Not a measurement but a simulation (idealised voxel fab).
The following process module bears the name voxel wiring stack.
Square cells of 5 nm make up the cross-section cut, whose width is 285 nm.
Throughout this document, each cross-section is represented as a grid of square cells and is presented as a sequence of bands enumerated from the top downward, where a band comprises one or more rows of cells.
In this notation a band is specified by the heights of its top and bottom, in that order and in nm, after which its materials appear from left to right, each paired with its width in nm. The word "all across" attached to a single material means that material fills the band from edge to edge; the word "blank" stands for empty space.
Heights are reckoned from 0. Under this level, the received wafer is all of one material. The bottommost band is open-ended downward, for example "z 0 and below".
Think of "30->40" as a width that walks from the first number to the second as you go down the band, top row to bottom row, taking equal-sized steps from row to row.
Take "all unchanged" at face value: in the step it is given for, the cross-section changed in none of its cells.
Any empty space of 8 cells or more lacking an open way to the top shows up in "Tabulated closed voids" as width x height at distance, distance from the left edge, in nm.
That trailing text on a step's line, after the settings, is the simulator's own remark on the step.
"overlay nm", when on a step's line for a step with a mask, measures how far to the right of its planned place the mask lay; a negative measure means to the left.
**These are the steps we planned for the process**
| 1 | RECEIVE | material Si |
| 2 | CONFORMAL_DEP | material SiO2 | thk nm 15 |
| 3 | CONFORMAL_DEP | material SiN | thk nm 5 |
| 4 | DIRECTIONAL_DEP | material SiO2 | thk nm 20 |
| 5 | PATTERN | tone open | mask id METAL_1 | material resist | width nm 20 | pitch nm 45 | thk nm 20 | overlay nm 0 |
| 6 | DIRECTIONAL_ETCH | etch materials SiO2 | depth nm 20 |
| 7 | DIRECTIONAL_ETCH | etch materials SiN | depth nm 5 |
| 8 | STRIP | etch materials resist |
| 9 | CONFORMAL_DEP | material TiN | thk nm 5 |
| 10 | FILL_DEP | material Cu | thk nm 10 |
| 11 | CMP | height nm 40 |
| 12 | CONFORMAL_DEP | material SiCN | thk nm 5 |
| 13 | DIRECTIONAL_DEP | material lowk | thk nm 15 |
| 14 | DIRECTIONAL_DEP | material aC | thk nm 10 |
| 15 | PATTERN | tone open | mask id PLUG_1 | material resist | width nm 15 | pitch nm 90 | thk nm 30 | overlay nm 0 |
| 16 | DIRECTIONAL_ETCH | etch materials aC | depth nm 10 |
| 17 | STRIP | etch materials resist |
| 18 | DIRECTIONAL_ETCH | etch materials lowk | depth nm 15 |
| 19 | DIRECTIONAL_ETCH | etch materials SiCN | depth nm 5 |
| 20 | STRIP | etch materials aC |
| 21 | CONFORMAL_DEP | material TiN | thk nm 5 |
| 22 | FILL_DEP | material Ru | thk nm 5 |
| 23 | CMP | height nm 60 |
| 24 | CONFORMAL_DEP | material SiCN | thk nm 5 |
| 25 | DIRECTIONAL_DEP | material lowk | thk nm 15 |
| 26 | MASKED_ETCH | tone open | mask id METAL_2 | width nm 20 | pitch nm 45 | etch materials lowk | depth nm 15 | overlay nm 0 |
| 27 | MASKED_ETCH | tone open | mask id METAL_2 | width nm 20 | pitch nm 45 | etch materials SiCN | depth nm 5 | overlay nm 0 |
| 28 | CONFORMAL_DEP | material TiN | thk nm 5 |
| 29 | FILL_DEP | material Cu | thk nm 5 |
| 30 | CMP | height nm 80 |
| 31 | EPI | material Ru | thk nm 5 |
| 32 | FILL_DEP | material SiCN | thk nm 5 |
**Received-state cross-section, reflecting completion of step 1**
    z 0 and below: Si all across
    Tabulated closed voids: none
**Cross-section at module end, one run error; start and plan unchanged from above**
    z 90 to 85: SiCN all across
    z 85 to 80: SiCN: 80 | Ru: 30 | SiCN: 15 | Ru: 30 | SiCN: 15 | Ru: 30 | SiCN: 85
    z 80 to 65: lowk: 85 | TiN: 5 | Cu: 10 | TiN: 5 | lowk: 25 | TiN: 5 | Cu: 10 | TiN: 5 | lowk: 25 | TiN: 5 | Cu: 10 | TiN: 5 | lowk: 90
    z 65 to 60: SiCN: 85 | TiN: 20 | SiCN: 25 | TiN: 20 | SiCN: 25 | TiN: 20 | SiCN: 90
    z 60 to 45: SiN all across
    z 45 to 40: SiCN all across
    z 40 to 20: SiO2: 85 | TiN: 5 | Cu: 10 | TiN: 5 | SiO2: 25 | TiN: 5 | Cu: 10 | TiN: 5 | SiO2: 25 | TiN: 5 | Cu: 10 | TiN: 5 | SiO2: 90
    z 20 to 15: SiN: 85 | TiN: 20 | SiN: 25 | TiN: 20 | SiN: 25 | TiN: 20 | SiN: 90
    z 15 to 0: SiO2 all across
    z 0 and below: Si all across
    Tabulated closed voids: none
Processing error: step 13 changed vs plan, executed as DIRECTIONAL_DEP | material SiN | thk nm 15
